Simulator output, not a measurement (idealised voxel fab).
process module | voxel capacitor over wiring
cross-section cut | 140 nm wide | cells 5 nm
A cross-section is a grid of square cells, given in bands from the top down. A band is one or more rows of cells.
Each band's line starts with the height of the band's top and of its bottom, in nm. Then come its materials from left to right, each with its width in nm. One material with "throughout" fills the band from edge to edge. "air" is empty space.
Height 0 is the level under which the wafer as received is all one material. The lowest band goes on downwards, as in "0 down".
A width such as "30 to 40" changes by the same amount from each row of cells to the next, from the band's top row to its bottom row.
"no change" after a step means that no cell of the cross-section changed.
closed voids: empty space of 8 cells or more with no open way to the top, each as width x height at its distance from the left edge, in nm
after a step's settings: what the simulator itself notes on the step
overlay nm, on a step with a mask: how far to the right of its planned place the mask lay; to the left if negative
plan
1 op RECEIVE | material Si
2 op CONFORMAL_DEP | material SiO2 | thk nm 10
3 op CONFORMAL_DEP | material SiN | thk nm 5
4 op DIRECTIONAL_DEP | material lowk | thk nm 20
5 op MASKED_ETCH | tone open | mask id METAL_1 | width nm 20 | pitch nm 85 | etch materials lowk | depth nm 20 | overlay nm 0
6 op MASKED_ETCH | tone open | mask id METAL_1 | width nm 15 | pitch nm 85 | etch materials SiN | depth nm 5 | overlay nm 0
7 op CONFORMAL_DEP | material TiN | thk nm 5
8 op FILL_DEP | material Ru | thk nm 10
9 op CMP | height nm 35
10 op CONFORMAL_DEP | material SiCN | thk nm 5
11 op DIRECTIONAL_DEP | material SiO2 | thk nm 10
12 op MASKED_ETCH | tone open | mask id PLUG_1 | width nm 15 | etch materials SiO2 | depth nm 10 | overlay nm 0
13 op MASKED_ETCH | tone open | mask id PLUG_1 | width nm 15 | etch materials SiCN | depth nm 5 | overlay nm 0
14 op EPI | material Ru | thk nm 10
15 op EPI | material Ru | thk nm 5
16 op DIRECTIONAL_DEP | material TiN | thk nm 5
17 op DIRECTIONAL_DEP | material SiN | thk nm 5
18 op DIRECTIONAL_DEP | material TiN | thk nm 10
19 op DIRECTIONAL_DEP | material aC | thk nm 10
20 op PATTERN | tone cover | mask id UPPER_PLATE | material resist | width nm 70 | thk nm 30 | overlay nm 0
21 op DIRECTIONAL_ETCH | etch materials aC | depth nm 10
22 op STRIP | etch materials resist
23 op DIRECTIONAL_ETCH | etch materials TiN | depth nm 10
24 op DIRECTIONAL_ETCH | etch materials SiN | depth nm 5
25 op STRIP | etch materials aC
26 op DIRECTIONAL_DEP | material aC | thk nm 15
27 op PATTERN | tone cover | mask id LOWER_PLATE | material resist | width nm 80 | thk nm 35 | overlay nm 0
28 op DIRECTIONAL_ETCH | etch materials aC | depth nm 15
29 op STRIP | etch materials resist
30 op DIRECTIONAL_ETCH | etch materials TiN | depth nm 5
31 op STRIP | etch materials aC
32 op FILL_DEP | material SiO2 | thk nm 15
33 op CMP | height nm 80
34 op PATTERN | tone open | mask id PLUG_2 | material resist | width nm 15 | thk nm 15 | overlay nm 0
35 op DIRECTIONAL_ETCH | etch materials SiO2 | depth nm 10
36 op STRIP | etch materials resist
37 op CONFORMAL_DEP | material TiN | thk nm 5
38 op FILL_DEP | material Cu | thk nm 10
39 op CMP | height nm 80
40 op CONFORMAL_DEP | material SiN | thk nm 5
varied across the wafers: width nm of step 6. The plan shows the first wafer's value. All wafers start alike
first wafer as received, after step 1
  0 down: Si throughout
  closed voids: none
each wafer at the end: cells of each material gained (+) or lost (-) since it was received, then its closed voids
width nm 15 | +1 Cu | +23 Ru | +25 SiCN | +64 SiN | +210 SiO2 | +73 TiN | +80 lowk | closed voids: none
width nm 20 | +1 Cu | +25 Ru | +25 SiCN | +62 SiN | +210 SiO2 | +73 TiN | +80 lowk | closed voids: none
width nm 25 | +1 Cu | +25 Ru | +25 SiCN | +62 SiN | +210 SiO2 | +73 TiN | +80 lowk | closed voids: none
